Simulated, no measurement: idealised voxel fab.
Process module, titled voxel air gaps
Each square cell in cross-section cut measures 5 nm, and the section as a whole is 280 nm wide.
Format of a cross-section: grid, square cells. Given as bands. Order: top down. Band: one or more rows of cells. This entry defines a band. It first specifies the height of the band's top and the height of its bottom in nm, and then specifies the band's materials from left to right, stating each material with its width in nm. The word "throughout" identifies a single material that fills the band from edge to edge, while the word "blank" identifies empty space. A quick word on heights: they are counted from 0, and under that level the wafer as it came to us is one material throughout. The lowest band is different from the rest in having no bottom; it simply continues downward, written as in "0 and below". Note: "30->40" means the width goes from the first number (top row of the band) to the second number (bottom row) in equal steps per row of cells. When a step is marked "all unchanged", none of the cells in the cross-section changed during that step. Each empty space that has no open way to the top and spans at least 8 cells appears under "Tabulated closed voids" as width x height at distance, the distance counted from the left edge, all in nm. Anything after a step's settings on that line? It's the simulator's own note about the step. overlay nm: where the mask lay relative to plan, measured to the right, on steps with a mask; negatives go left.
Listed below are the process steps as planned
- 1: RECEIVE | material Si
- 2: CONFORMAL_DEP | material SiO2 | thk nm 10
- 3: CONFORMAL_DEP | material SiCN | thk nm 5
- 4: DIRECTIONAL_DEP | material lowk | thk nm 35
- 5: MASKED_ETCH | tone open | mask id LINES | width nm 15 | pitch nm 40 | etch materials lowk | depth nm 35 | overlay nm 0
- 6: CONFORMAL_DEP | material TiN | thk nm 5
- 7: FILL_DEP | material W | thk nm 10
- 8: CMP | height nm 50
- 9: EPI | material Ru | thk nm 10
- 10: SELECTIVE_ETCH | etch materials lowk | depth nm 45
- 11: CONFORMAL_DEP | material SiCN | thk nm 5
This is the cross-section of the wafer as we received it, i.e. after step 1
  0 and below  Si throughout
  Tabulated closed voids: none
What the wafer looks like in cross-section after this module, when it starts as shown above and follows the plan above but one mistake is made in running it
  65 down to 60  SiCN throughout
  60 down to 50  Ru throughout
  50 down to 20  W (65), TiN (5), lowk (15), TiN (5), W (15), TiN (5), lowk (15), TiN (5), W (15), TiN (5), lowk (15), TiN (5), W (15), TiN (5), lowk (15), TiN (5), W (70)
  20 down to 15  TiN (70), lowk (15), TiN (25), lowk (15), TiN (25), lowk (15), TiN (25), lowk (15), TiN (75)
  15 down to 10  SiCN throughout
  10 down to 0  SiO2 throughout
  0 and below  Si throughout
  Tabulated closed voids: none
Short version of what went wrong: planned and actual differ for step 5; actual: MASKED_ETCH | tone cover | mask id LINES | width nm 15 | pitch nm 40 | etch materials lowk | depth nm 35 | overlay nm 0
